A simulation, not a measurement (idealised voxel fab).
This is a process module. Its name is voxel wiring stack.
Pictured: cross-section cut, 265 nm wide, on a grid of 5 nm square cells.
How to read a cross-section here: the picture is a grid of square cells, written as bands going from the top down, and any band can span one or more rows of cells.
A band entry consists of two parts. The first gives the height of the band's top and the height of its bottom, in nm. The rest lists the band's materials from left to right, each with its width in nm. A single material labelled with the word "all across" fills the band from edge to edge, and the word "empty" marks empty space.
Zero point of the height axis is 0; under it, received wafer = one material. Lowest band: continues down indefinitely, "0..down".
When a width is written as two numbers, as in "30 to 40", the first number is the width in the top row of cells of the band and the second is the width in its bottom row, and the width changes by the same amount from each row to the next.
Reading "nothing different" for a step: not a cell of the cross-section changed in it.
Closed cavity list: empty space of 8 cells or more with no open way to the top, each as width x height at its distance from the left edge, in nm
Anything after a step's settings on that line? It's the simulator's own note about the step.
A step line may carry the setting "overlay nm", which, for steps involving a mask, states the distance by which the mask lay to the right of its intended position; negative values denote displacement to the left.

**Set out below are the planned steps of the process**
1) RECEIVE | material Si
2) CONFORMAL_DEP | material SiO2 | thk nm 15
3) DIRECTIONAL_DEP | material TiN | thk nm 5
4) DIRECTIONAL_DEP | material Ru | thk nm 25
5) MASKED_ETCH | tone cover | mask id METAL_1 | width nm 20 | pitch nm 35 | etch materials Ru | depth nm 25 | overlay nm 0
6) MASKED_ETCH | tone cover | mask id METAL_1 | width nm 20 | pitch nm 35 | etch materials TiN | depth nm 5 | overlay nm 0
7) CONFORMAL_DEP | material SiCN | thk nm 5
8) FILL_DEP | material lowk | thk nm 5
9) CMP | height nm 45
10) CONFORMAL_DEP | material SiCN | thk nm 5
11) DIRECTIONAL_DEP | material SiO2 | thk nm 30
12) MASKED_ETCH | tone open | mask id METAL_2 | width nm 20 | pitch nm 35 | etch materials SiO2 | depth nm 15 | overlay nm 0
13) DIRECTIONAL_DEP | material aC | thk nm 10
14) PATTERN | tone open | mask id METAL_2_HOLES | material resist | width nm 15 | pitch nm 70 | thk nm 25 | overlay nm 0
15) DIRECTIONAL_ETCH | etch materials aC | depth nm 10
16) STRIP | etch materials resist
17) DIRECTIONAL_ETCH | etch materials SiO2 | depth nm 15
18) DIRECTIONAL_ETCH | etch materials SiCN | depth nm 5
19) STRIP | etch materials aC
20) CONFORMAL_DEP | material TiN | thk nm 5
21) FILL_DEP | material Ru | thk nm 10
22) CMP | height nm 80
23) CONFORMAL_DEP | material SiCN | thk nm 5
24) DIRECTIONAL_DEP | material lowk | thk nm 15
25) MASKED_ETCH | tone open | mask id PLUG_2 | width nm 15 | pitch nm 35 | etch materials lowk | depth nm 15 | overlay nm 0
26) MASKED_ETCH | tone open | mask id PLUG_2 | width nm 15 | pitch nm 35 | etch materials SiCN | depth nm 5 | overlay nm 0
27) CONFORMAL_DEP | material TiN | thk nm 5
28) FILL_DEP | material Cu | thk nm 10
29) CMP | height nm 100
30) DIRECTIONAL_DEP | material TiN | thk nm 5
31) DIRECTIONAL_DEP | material W | thk nm 15
32) DIRECTIONAL_DEP | material aC | thk nm 15
33) PATTERN | tone cover | mask id METAL_3 | material resist | width nm 20 | pitch nm 35 | thk nm 35 | overlay nm 0
34) DIRECTIONAL_ETCH | etch materials aC | depth nm 15
35) STRIP | etch materials resist
36) DIRECTIONAL_ETCH | etch materials W | depth nm 15
37) DIRECTIONAL_ETCH | etch materials TiN | depth nm 5
38) STRIP | etch materials aC
39) CONFORMAL_DEP | material SiCN | thk nm 5
40) FILL_DEP | material SiO2 | thk nm 10
41) CMP | height nm 120
42) CONFORMAL_DEP | material SiN | thk nm 5

**Cross-section of the incoming wafer, state after step 1**
* 0..down: Si all across
* Closed cavity list: none

**Module complete, cross-section. Starting point and plan per above. One mistake made in running the module**
* 125..120: SiN all across
* 120..105: 80 nm SiO2, then 5 nm SiCN, then 20 nm W, then 5 nm SiCN, then 5 nm SiO2, then 5 nm SiCN, then 20 nm W, then 5 nm SiCN, then 5 nm SiO2, then 5 nm SiCN, then 20 nm W, then 5 nm SiCN, then 85 nm SiO2
* 105..100: 85 nm SiCN, then 20 nm TiN, then 15 nm SiCN, then 20 nm TiN, then 15 nm SiCN, then 20 nm TiN, then 90 nm SiCN
* 100..90: 85 nm lowk, then 5 nm TiN, then 5 nm Cu, then 5 nm TiN, then 20 nm lowk, then 5 nm TiN, then 5 nm Cu, then 5 nm TiN, then 20 nm lowk, then 5 nm TiN, then 5 nm Cu, then 5 nm TiN, then 95 nm lowk
* 90..85: 85 nm lowk, then 15 nm TiN, then 20 nm lowk, then 15 nm TiN, then 20 nm lowk, then 15 nm TiN, then 95 nm lowk
* 85..80: 85 nm SiCN, then 10 nm TiN, then 25 nm SiCN, then 10 nm TiN, then 25 nm SiCN, then 10 nm TiN, then 100 nm SiCN
* 80..70: 85 nm SiO2, then 5 nm TiN, then 10 nm Ru, then 5 nm TiN, then 15 nm SiO2, then 5 nm TiN, then 10 nm Ru, then 5 nm TiN, then 15 nm SiO2, then 5 nm TiN, then 10 nm Ru, then 5 nm TiN, then 90 nm SiO2
* 70..65: 85 nm SiO2, then 5 nm TiN, then 5 nm Ru, then 10 nm TiN, then 15 nm SiO2, then 20 nm TiN, then 15 nm SiO2, then 5 nm TiN, then 5 nm Ru, then 10 nm TiN, then 90 nm SiO2
* 65..50: 85 nm SiO2, then 5 nm TiN, then 5 nm Ru, then 5 nm TiN, then 55 nm SiO2, then 5 nm TiN, then 5 nm Ru, then 5 nm TiN, then 95 nm SiO2
* 50..45: 85 nm SiCN, then 15 nm TiN, then 55 nm SiCN, then 15 nm TiN, then 95 nm SiCN
* 45..20: 80 nm lowk, then 5 nm SiCN, then 20 nm Ru, then 5 nm SiCN, then 5 nm lowk, then 5 nm SiCN, then 20 nm Ru, then 5 nm SiCN, then 5 nm lowk, then 5 nm SiCN, then 20 nm Ru, then 5 nm SiCN, then 85 nm lowk
* 20..15: 85 nm SiCN, then 20 nm TiN, then 15 nm SiCN, then 20 nm TiN, then 15 nm SiCN, then 20 nm TiN, then 90 nm SiCN
* 15..0: SiO2 all across
* 0..down: Si all across
* Closed cavity list: none
What was done differently from what was planned? step 26 deviated from plan and actually ran as MASKED_ETCH | tone open | mask id PLUG_2 | width nm 15 | pitch nm 35 | etch materials SiCN | depth nm 5 | overlay nm -5
